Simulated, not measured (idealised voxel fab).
process module | voxel transistor to metal
cross-section cut | 185 nm wide | cells 5 nm
A cross-section is a grid of square cells, given in bands from the top down. A band is one or more rows of cells.
Each band's line starts with the height of the band's top and of its bottom, in nm. Then come its materials from left to right, each with its width in nm. One material with "throughout" fills the band from edge to edge. "air" is empty space.
Height 0 is the level under which the wafer as received is all one material. The lowest band goes on downwards, as in "0 down".
A width such as "30 to 40" changes by the same amount from each row of cells to the next, from the band's top row to its bottom row.
"no change" after a step means that no cell of the cross-section changed.
closed voids: empty space of 8 cells or more with no open way to the top, each as width x height at its distance from the left edge, in nm
after a step's settings: what the simulator itself notes on the step
overlay nm, on a step with a mask: how far to the right of its planned place the mask lay; to the left if negative
plan
1 op RECEIVE | material Si
2 op OXIDIZE | depth nm 5
3 op CONFORMAL_DEP | material SiN | thk nm 10
4 op DIRECTIONAL_DEP | material aC | thk nm 10
5 op PATTERN | tone cover | mask id ACTIVE | material resist | width nm 120 | thk nm 25 | overlay nm 0
6 op DIRECTIONAL_ETCH | etch materials aC | depth nm 10
7 op STRIP | etch materials resist
8 op DIRECTIONAL_ETCH | etch materials SiN | depth nm 10
9 op DIRECTIONAL_ETCH | etch materials SiO2 | depth nm 5
10 op DIRECTIONAL_ETCH | etch materials Si | depth nm 20
11 op STRIP | etch materials aC
12 op OXIDIZE | depth nm 5
13 op FILL_DEP | material SiO2 | thk nm 5
14 op CMP | height nm 10
15 op SELECTIVE_ETCH | etch materials SiO2 | depth nm 5
16 op STRIP | etch materials SiN
17 op SELECTIVE_ETCH | etch materials SiO2 | depth nm 5
18 op OXIDIZE | depth nm 5
19 op DIRECTIONAL_DEP | material polySi | thk nm 25
20 op DIRECTIONAL_DEP | material SiCN | thk nm 10
21 op PATTERN | tone cover | mask id GATE | material resist | width nm 30 | thk nm 15 | overlay nm 0
22 op DIRECTIONAL_ETCH | etch materials SiCN | depth nm 20
23 op DIRECTIONAL_ETCH | etch materials polySi | depth nm 35
24 op STRIP | etch materials resist
25 op CONFORMAL_DEP | material SiO2 | thk nm 5
26 op DIRECTIONAL_ETCH | etch materials SiO2 | depth nm 5
27 op CONFORMAL_DEP | material SiN | thk nm 5
28 op DIRECTIONAL_ETCH | etch materials SiN | depth nm 5
29 op DIRECTIONAL_ETCH | etch materials SiO2 | depth nm 5
30 op DIRECTIONAL_ETCH | etch materials Si | depth nm 5
31 op EPI | material SiGe | thk nm 5
32 op FILL_DEP | material SiO2 | thk nm 5
33 op CMP | height nm 20
34 op STRIP | etch materials polySi
35 op SELECTIVE_ETCH | etch materials SiO2 | depth nm 5
36 op CONFORMAL_DEP | material HfO2 | thk nm 5
37 op CONFORMAL_DEP | material TiN | thk nm 5
38 op FILL_DEP | material W | thk nm 5
39 op CMP | height nm 15
40 op DIRECTIONAL_DEP | material SiO2 | thk nm 15
41 op PATTERN | tone open | mask id CONTACT | material resist | width nm 15 | pitch nm 85 | thk nm 15 | overlay nm 0
42 op DIRECTIONAL_ETCH | etch materials SiO2 | depth nm 40
43 op STRIP | etch materials resist
44 op CONFORMAL_DEP | material TiN | thk nm 5
45 op FILL_DEP | material Ru | thk nm 10
46 op CMP | height nm 30
47 op CONFORMAL_DEP | material SiN | thk nm 5
48 op DIRECTIONAL_DEP | material SiO2 | thk nm 25
49 op PATTERN | tone open | mask id METAL_1 | material resist | width nm 15 | pitch nm 85 | thk nm 20 | overlay nm 0
50 op DIRECTIONAL_ETCH | etch materials SiO2 | depth nm 25
51 op DIRECTIONAL_ETCH | etch materials SiN | depth nm 5
52 op STRIP | etch materials resist
53 op CONFORMAL_DEP | material TiN | thk nm 5
54 op FILL_DEP | material Cu | thk nm 10
55 op CMP | height nm 60
56 op CONFORMAL_DEP | material SiCN | thk nm 5
as received, after step 1
  0 down: Si throughout
  closed voids: none
a wafer at the end: this start, this plan, one mistake
  65 to 60: SiCN throughout
  60 to 35: SiO2 30 | TiN 5 | Cu 5 | TiN 5 | SiO2 70 | TiN 5 | Cu 5 | TiN 5 | SiO2 55
  35 to 30: SiN 30 | TiN 15 | SiN 70 | TiN 15 | SiN 55
  30 to 15: SiO2 40 | TiN 5 | Ru 5 | TiN 5 | SiO2 70 | TiN 5 | Ru 5 | TiN 5 | SiO2 45
  15 to 0: SiO2 40 | TiN 5 | Ru 5 | TiN 5 | SiO2 10 | SiN 5 | HfO2 5 | TiN 5 | W 20 | TiN 5 | HfO2 5 | SiN 5 | SiO2 10 | TiN 5 | Ru 5 | TiN 5 | SiO2 45
  0 to -5: SiO2 30 | SiN 5 | SiO2 5 | TiN 5 | Ru 5 | TiN 5 | SiO2 10 | SiN 5 | HfO2 5 | TiN 30 | HfO2 5 | SiN 5 | SiO2 10 | TiN 5 | Ru 5 | TiN 5 | SiO2 5 | SiN 5 | SiO2 35
  -5 to -10: SiO2 40 | TiN 15 | SiO2 5 | SiGe 5 | SiO2 5 | HfO2 40 | SiO2 5 | SiGe 5 | SiO2 5 | TiN 15 | SiO2 45
  -10 to -15: SiO2 35 | SiGe 30 | Si 50 | SiGe 30 | SiO2 40
  -15 to -30: SiO2 35 | Si 110 | SiO2 40
  -30 down: Si throughout
  closed voids: none
what went wrong: step 49 ran as: op PATTERN | tone open | mask id METAL_1 | material resist | width nm 15 | pitch nm 85 | thk nm 20 | overlay nm -10
